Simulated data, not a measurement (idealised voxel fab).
This is a process module. Its name is voxel ribs on slabs.
Section cut is 150 nm wide and gridded with 5 nm square cells.
In what follows, cross-sections appear as grids of square cells, described through bands that run from the top down, where every band is one or more rows of cells. Basically the band line says how high the top is and how high the bottom is, in nm, and then what's in it from left to right, every material with its width in nm. Empty space shows up as "blank", and if a single material carries "everywhere" it runs the full band edge to edge. Beneath 0, the wafer as received is one material, and that level is where height counting begins. The lowest band goes on downward without a bottom; it is written like "0..down". Graded width ("30->40"): value in top row of band = first number; value in bottom row = second number; row-to-row change constant. Reading "no alteration" for a step: not a cell of the cross-section changed in it. Closed-off voids of 8+ cells (no open route to the top) go in "Closed cavities", written width x height at distance from the left edge, in nm. after a step's settings: what the simulator itself notes on the step. Each step line may optionally specify "overlay nm", which for a step with a mask gives the rightward distance between the mask's planned place and where it lay, a negative value indicating the leftward direction.
Steps in the process plan:
step 1: op RECEIVE | material Si
step 2: op DIRECTIONAL_DEP | material SiO2 | thk nm 25
step 3: op DIRECTIONAL_DEP | material polySi | thk nm 25
step 4: op MASKED_ETCH | tone cover | mask id RIB | width nm 20 | etch materials polySi | depth nm 5 | overlay nm 0
step 5: op MASKED_ETCH | tone cover | mask id SLAB | width nm 50 | etch materials polySi | depth nm 20 | overlay nm 0
step 6: op FILL_DEP | material SiO2 | thk nm 25
step 7: op CMP | height nm 65
step 8: op DIRECTIONAL_DEP | material W | thk nm 5
step 9: op DIRECTIONAL_DEP | material aC | thk nm 10
step 10: op PATTERN | tone cover | mask id HEATER | material resist | width nm 30 | thk nm 25 | overlay nm 0
step 11: op DIRECTIONAL_ETCH | etch materials aC | depth nm 10
step 12: op STRIP | etch materials resist
step 13: op DIRECTIONAL_ETCH | etch materials W | depth nm 5
step 14: op STRIP | etch materials aC
step 15: op CONFORMAL_DEP | material SiN | thk nm 5
Cross-section of the wafer upon arrival, representing the state reached after step 1:
	0..down: Si everywhere
	Closed cavities: none
First of two wafers at the end of the module, shown in cross-section; run carried out as planned:
	75..70: 55 blank / 40 SiN / 55 blank
	70..65: 60 SiN / 30 W / 60 SiN
	65..50: SiO2 everywhere
	50..45: 65 SiO2 / 20 polySi / 65 SiO2
	45..25: 50 SiO2 / 50 polySi / 50 SiO2
	25..0: SiO2 everywhere
	0..down: Si everywhere
	Closed cavities: none
End-of-module cross-section of the second wafer: identical starting point and process plan to the first, with one processing mistake:
	75..70: 55 blank / 40 SiN / 55 blank
	70..65: 60 SiN / 30 W / 60 SiN
	65..50: SiO2 everywhere
	50..25: aC everywhere
	25..0: SiO2 everywhere
	0..down: Si everywhere
	Closed cavities: none
Finding, execution versus plan: step 3 ran differently from the plan; actual operation with settings: op DIRECTIONAL_DEP | material aC | thk nm 25
Final difference in cells, second wafer against first, listed per material as more or fewer: SiO2: 106 fewer | aC: 150 more | polySi: 44 fewer
